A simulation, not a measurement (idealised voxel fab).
The document below concerns the process module designated voxel released beams.
In the cross-section labelled cut, the width is 245 nm and each square cell is 5 nm.
In this document a cross-section is written as a grid of square cells. It is given as a series of bands, listed from the top down, and a band is one or more rows of cells. What a band's entry tells you: where the top is and where the bottom is, as heights in nm, and after that what lies inside, material by material from left to right, each with its width in nm. Empty space is written as the word "air", and a single material marked with the word "edge to edge" occupies the band from edge to edge. Zero point of the height axis is 0; under it, received wafer = one material. Lowest band: continues down indefinitely, "0 down". The expression "30..40" gives the width at the extremes of the band, the first number at its top row of cells and the second at its bottom row, with the width changing by equal amounts from each row to the next in between. Where the words "remains unaltered" appear for a step, the cross-section shows no cell changed by that step; every cell remained as before. Closed-off voids of 8+ cells (no open route to the top) go in "Trapped cavities", written width x height at distance from the left edge, in nm. Note: text after step settings on the step line = simulator remark on that step. Among the settings permitted on a step's line is "overlay nm"; applied to a step with a mask, it specifies the extent to which the mask lay to the right of its planned position, whereas a negative figure signifies a position to the left.

# These are the steps we planned for the process
1: RECEIVE: material Si
2: CONFORMAL_DEP: material Al2O3, thk nm 10
3: DIRECTIONAL_DEP: material SiO2, thk nm 10
4: DIRECTIONAL_DEP: material aC, thk nm 10
5: PATTERN: tone open, mask id ANCHOR, material resist, width nm 35, thk nm 25, overlay nm -15
6: DIRECTIONAL_ETCH: etch materials aC, depth nm 10
7: STRIP: etch materials resist
8: DIRECTIONAL_ETCH: etch materials SiO2, depth nm 10
9: STRIP: etch materials aC
10: CONFORMAL_DEP: material W, thk nm 15
11: DIRECTIONAL_DEP: material aC, thk nm 15
12: PATTERN: tone cover, mask id BEAM, material resist, width nm 105, thk nm 30, overlay nm 0
13: DIRECTIONAL_ETCH: etch materials aC, depth nm 15
14: STRIP: etch materials resist
15: DIRECTIONAL_ETCH: etch materials W, depth nm 15
16: STRIP: etch materials aC
17: STRIP: etch materials SiO2
Every wafer here starts from the same state; it is the step 5 overlay nm that distinguishes them, and the value the plan gives belongs to the first wafer.

# First of several wafers (as received, post step 1), cross-sectional view
    0 down  Si edge to edge
    Trapped cavities: none

# The cross-section of the first of several wafers is given below for the end of the module, after its final step, step 17
    35 to 25  air: 65  W: 5  air: 5  W: 95  air: 75
    25 to 20  air: 65  W: 105  air: 75
    20 to 10  air: 55  W: 35  air: 155
    10 to 0  Al2O3 edge to edge
    0 down  Si edge to edge
    Trapped cavities: none

# Last-wafer cross-section at the end of the module
    35 to 25  air: 65  W: 35  air: 5  W: 65  air: 75
    25 to 20  air: 65  W: 105  air: 75
    20 to 10  air: 85  W: 35  air: 125
    10 to 0  Al2O3 edge to edge
    0 down  Si edge to edge
    Trapped cavities: none

# Heads up, this table goes wafer by wafer. A row tells you, at the end of the module, how many cells of each material that wafer has put on (+) or dropped (-) since it was received, and then its closed voids
overlay nm -15; +98 Al2O3; +75 W; Trapped cavities: none
overlay nm -10; +98 Al2O3; +75 W; Trapped cavities: none
overlay nm -5; +98 Al2O3; +75 W; Trapped cavities: none
overlay nm 0; +98 Al2O3; +75 W; Trapped cavities: none
overlay nm 5; +98 Al2O3; +75 W; Trapped cavities: none
overlay nm 10; +98 Al2O3; +75 W; Trapped cavities: none
overlay nm 15; +98 Al2O3; +75 W; Trapped cavities: none
